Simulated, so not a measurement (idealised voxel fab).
process module | voxel transistor to metal
cross-section cut | 175 nm wide | cells 5 nm
A cross-section is a grid of square cells, given in bands from the top down. A band is one or more rows of cells.
Each band's line starts with the height of the band's top and of its bottom, in nm. Then come its materials from left to right, each with its width in nm. One material with "throughout" fills the band from edge to edge. "air" is empty space.
Height 0 is the level under which the wafer as received is all one material. The lowest band goes on downwards, as in "0 down".
A width such as "30 to 40" changes by the same amount from each row of cells to the next, from the band's top row to its bottom row.
"no change" after a step means that no cell of the cross-section changed.
closed voids: empty space of 8 cells or more with no open way to the top, each as width x height at its distance from the left edge, in nm
after a step's settings: what the simulator itself notes on the step
overlay nm, on a step with a mask: how far to the right of its planned place the mask lay; to the left if negative
plan
1 op RECEIVE | material Si
2 op CONFORMAL_DEP | material SiO2 | thk nm 5
3 op CONFORMAL_DEP | material SiN | thk nm 15
4 op PATTERN | tone cover | mask id ACTIVE | material resist | width nm 105 | thk nm 20 | overlay nm 0
5 op DIRECTIONAL_ETCH | etch materials SiN | depth nm 15
6 op DIRECTIONAL_ETCH | etch materials SiO2 | depth nm 5
7 op DIRECTIONAL_ETCH | etch materials Si | depth nm 25
8 op STRIP | etch materials resist
9 op FILL_DEP | material SiO2 | thk nm 15
10 op CMP | height nm 20
11 op SELECTIVE_ETCH | etch materials SiO2 | depth nm 5
12 op STRIP | etch materials SiN
13 op SELECTIVE_ETCH | etch materials SiO2 | depth nm 5
14 op OXIDIZE | depth nm 5
15 op DIRECTIONAL_DEP | material polySi | thk nm 20
16 op DIRECTIONAL_DEP | material SiCN | thk nm 10
17 op DIRECTIONAL_DEP | material aC | thk nm 15
18 op PATTERN | tone cover | mask id GATE | material resist | width nm 25 | thk nm 30 | overlay nm -15
19 op DIRECTIONAL_ETCH | etch materials aC | depth nm 15
20 op STRIP | etch materials resist
21 op DIRECTIONAL_ETCH | etch materials SiCN | depth nm 20
22 op DIRECTIONAL_ETCH | etch materials polySi | depth nm 30
23 op STRIP | etch materials aC
24 op CONFORMAL_DEP | material SiN | thk nm 5
25 op DIRECTIONAL_ETCH | etch materials SiN | depth nm 5
26 op DIRECTIONAL_ETCH | etch materials SiO2 | depth nm 5
27 op EPI | material SiGe | thk nm 5
28 op FILL_DEP | material SiO2 | thk nm 5
29 op CMP | height nm 20
30 op STRIP | etch materials polySi
31 op SELECTIVE_ETCH | etch materials SiO2 | depth nm 5
32 op CONFORMAL_DEP | material HfO2 | thk nm 5
33 op CONFORMAL_DEP | material TiN | thk nm 5
34 op FILL_DEP | material W | thk nm 5
35 op CMP | height nm 15
36 op DIRECTIONAL_DEP | material SiO2 | thk nm 10
37 op DIRECTIONAL_DEP | material aC | thk nm 15
38 op PATTERN | tone open | mask id CONTACT | material resist | width nm 20 | pitch nm 75 | thk nm 30 | overlay nm 0
39 op DIRECTIONAL_ETCH | etch materials aC | depth nm 15
40 op STRIP | etch materials resist
41 op DIRECTIONAL_ETCH | etch materials SiO2 | depth nm 25
42 op STRIP | etch materials aC
43 op CONFORMAL_DEP | material TiN | thk nm 5
44 op FILL_DEP | material W | thk nm 5
45 op CMP | height nm 25
46 op CONFORMAL_DEP | material SiCN | thk nm 5
47 op DIRECTIONAL_DEP | material lowk | thk nm 15
48 op PATTERN | tone open | mask id METAL_1 | material resist | width nm 20 | pitch nm 75 | thk nm 15 | overlay nm 0
49 op DIRECTIONAL_ETCH | etch materials lowk | depth nm 15
50 op DIRECTIONAL_ETCH | etch materials SiCN | depth nm 5
51 op STRIP | etch materials resist
52 op CONFORMAL_DEP | material TiN | thk nm 5
53 op FILL_DEP | material Ru | thk nm 10
54 op CMP | height nm 45
55 op CONFORMAL_DEP | material SiCN | thk nm 5
56 op DIRECTIONAL_DEP | material lowk | thk nm 25
57 op DIRECTIONAL_DEP | material aC | thk nm 10
58 op PATTERN | tone open | mask id METAL_2 | material resist | width nm 20 | pitch nm 75 | thk nm 25 | overlay nm 0
59 op DIRECTIONAL_ETCH | etch materials aC | depth nm 10
60 op STRIP | etch materials resist
61 op DIRECTIONAL_ETCH | etch materials lowk | depth nm 15
62 op STRIP | etch materials aC
63 op PATTERN | tone open | mask id METAL_2_HOLES | material resist | width nm 15 | pitch nm 75 | thk nm 20 | overlay nm 0
64 op DIRECTIONAL_ETCH | etch materials lowk | depth nm 10
65 op DIRECTIONAL_ETCH | etch materials SiCN | depth nm 5
66 op STRIP | etch materials resist
67 op CONFORMAL_DEP | material TiN | thk nm 5
68 op FILL_DEP | material Ru | thk nm 5
69 op CMP | height nm 75
70 op CONFORMAL_DEP | material SiCN | thk nm 5
varied across the wafers: overlay nm of step 18. The plan shows the first wafer's value. All wafers start alike
first wafer as received, after step 1
  0 down: Si throughout
  closed voids: none
first wafer at the end, after step 70
  80 to 75: SiCN throughout
  75 to 65: lowk 40 | TiN 5 | Ru 10 | TiN 5 | lowk 55 | TiN 5 | Ru 10 | TiN 5 | lowk 40
  65 to 60: lowk 40 | TiN 5 | Ru 5 | TiN 10 | lowk 55 | TiN 5 | Ru 5 | TiN 10 | lowk 40
  60 to 50: lowk 40 | TiN 5 | Ru 5 | TiN 5 | lowk 60 | TiN 5 | Ru 5 | TiN 5 | lowk 45
  50 to 45: SiCN 40 | TiN 15 | SiCN 60 | TiN 15 | SiCN 45
  45 to 30: lowk 40 | TiN 5 | Ru 10 | TiN 5 | lowk 55 | TiN 5 | Ru 10 | TiN 5 | lowk 40
  30 to 25: SiCN 40 | TiN 20 | SiCN 55 | TiN 20 | SiCN 40
  25 to 15: SiO2 40 | TiN 5 | W 10 to 5 | TiN 5 to 10 | SiO2 55 | TiN 5 | W 10 | TiN 5 | SiO2 40
  15 to 10: SiO2 40 | TiN 5 | W 5 | TiN 5 | SiN 5 | HfO2 5 | TiN 5 | W 5 | TiN 5 | HfO2 5 | SiN 5 | SiO2 25 | TiN 5 | W 10 | TiN 5 | SiO2 40
  10 to 5: SiO2 30 | SiN 5 | SiO2 5 | TiN 5 | W 5 | TiN 5 | SiN 5 | HfO2 5 | TiN 5 | W 5 | TiN 5 | HfO2 5 | SiN 5 | SiO2 25 | TiN 5 | W 10 | TiN 5 | SiO2 5 | SiN 5 | SiO2 30
  5 to 0: SiO2 30 | SiN 5 | SiO2 5 | TiN 15 | SiN 5 | HfO2 5 | TiN 15 | HfO2 5 | SiN 5 | SiO2 25 | TiN 20 | SiO2 5 | SiN 5 | SiO2 30
  0 to -5: SiO2 35 | SiGe 20 | HfO2 35 | SiGe 50 | SiO2 35
  -5 to -25: SiO2 35 | Si 105 | SiO2 35
  -25 down: Si throughout
  closed voids: none
last wafer at the end
  80 to 75: SiCN throughout
  75 to 65: lowk 40 | TiN 5 | Ru 10 | TiN 5 | lowk 55 | TiN 5 | Ru 10 | TiN 5 | lowk 40
  65 to 60: lowk 40 | TiN 5 | Ru 5 | TiN 10 | lowk 55 | TiN 5 | Ru 5 | TiN 10 | lowk 40
  60 to 50: lowk 40 | TiN 5 | Ru 5 | TiN 5 | lowk 60 | TiN 5 | Ru 5 | TiN 5 | lowk 45
  50 to 45: SiCN 40 | TiN 15 | SiCN 60 | TiN 15 | SiCN 45
  45 to 30: lowk 40 | TiN 5 | Ru 10 | TiN 5 | lowk 55 | TiN 5 | Ru 10 | TiN 5 | lowk 40
  30 to 25: SiCN 40 | TiN 20 | SiCN 55 | TiN 20 | SiCN 40
  25 to 15: SiO2 40 | TiN 5 | W 10 | TiN 5 | SiO2 55 | TiN 5 to 10 | W 10 to 5 | TiN 5 | SiO2 40
  15 to 10: SiO2 40 | TiN 5 | W 10 | TiN 5 | SiO2 25 | SiN 5 | HfO2 5 | TiN 5 | W 5 | TiN 5 | HfO2 5 | SiN 5 | TiN 5 | W 5 | TiN 5 | SiO2 40
  10 to 5: SiO2 30 | SiN 5 | SiO2 5 | TiN 5 | W 10 | TiN 5 | SiO2 25 | SiN 5 | HfO2 5 | TiN 5 | W 5 | TiN 5 | HfO2 5 | SiN 5 | TiN 5 | W 5 | TiN 5 | SiO2 5 | SiN 5 | SiO2 30
  5 to 0: SiO2 30 | SiN 5 | SiO2 5 | TiN 20 | SiO2 25 | SiN 5 | HfO2 5 | TiN 15 | HfO2 5 | SiN 5 | TiN 15 | SiO2 5 | SiN 5 | SiO2 30
  0 to -5: SiO2 35 | SiGe 50 | HfO2 35 | SiGe 20 | SiO2 35
  -5 to -25: SiO2 35 | Si 105 | SiO2 35
  -25 down: Si throughout
  closed voids: none
each wafer at the end: cells of each material gained (+) or lost (-) since it was received, then its closed voids
overlay nm -15 | +13 HfO2 | +26 Ru | -91 Si | +91 SiCN | +14 SiGe | +10 SiN | +183 SiO2 | +79 TiN | +15 W | +220 lowk | closed voids: none
overlay nm -10 | +13 HfO2 | +26 Ru | -91 Si | +91 SiCN | +14 SiGe | +10 SiN | +180 SiO2 | +79 TiN | +18 W | +220 lowk | closed voids: none
overlay nm -5 | +13 HfO2 | +26 Ru | -91 Si | +91 SiCN | +14 SiGe | +10 SiN | +180 SiO2 | +79 TiN | +18 W | +220 lowk | closed voids: none
overlay nm 0 | +13 HfO2 | +26 Ru | -91 Si | +91 SiCN | +14 SiGe | +10 SiN | +180 SiO2 | +79 TiN | +18 W | +220 lowk | closed voids: none
overlay nm 5 | +13 HfO2 | +26 Ru | -91 Si | +91 SiCN | +14 SiGe | +10 SiN | +180 SiO2 | +79 TiN | +18 W | +220 lowk | closed voids: none
overlay nm 10 | +13 HfO2 | +26 Ru | -91 Si | +91 SiCN | +14 SiGe | +10 SiN | +180 SiO2 | +79 TiN | +18 W | +220 lowk | closed voids: none
overlay nm 15 | +13 HfO2 | +26 Ru | -91 Si | +91 SiCN | +14 SiGe | +10 SiN | +183 SiO2 | +79 TiN | +15 W | +220 lowk | closed voids: none
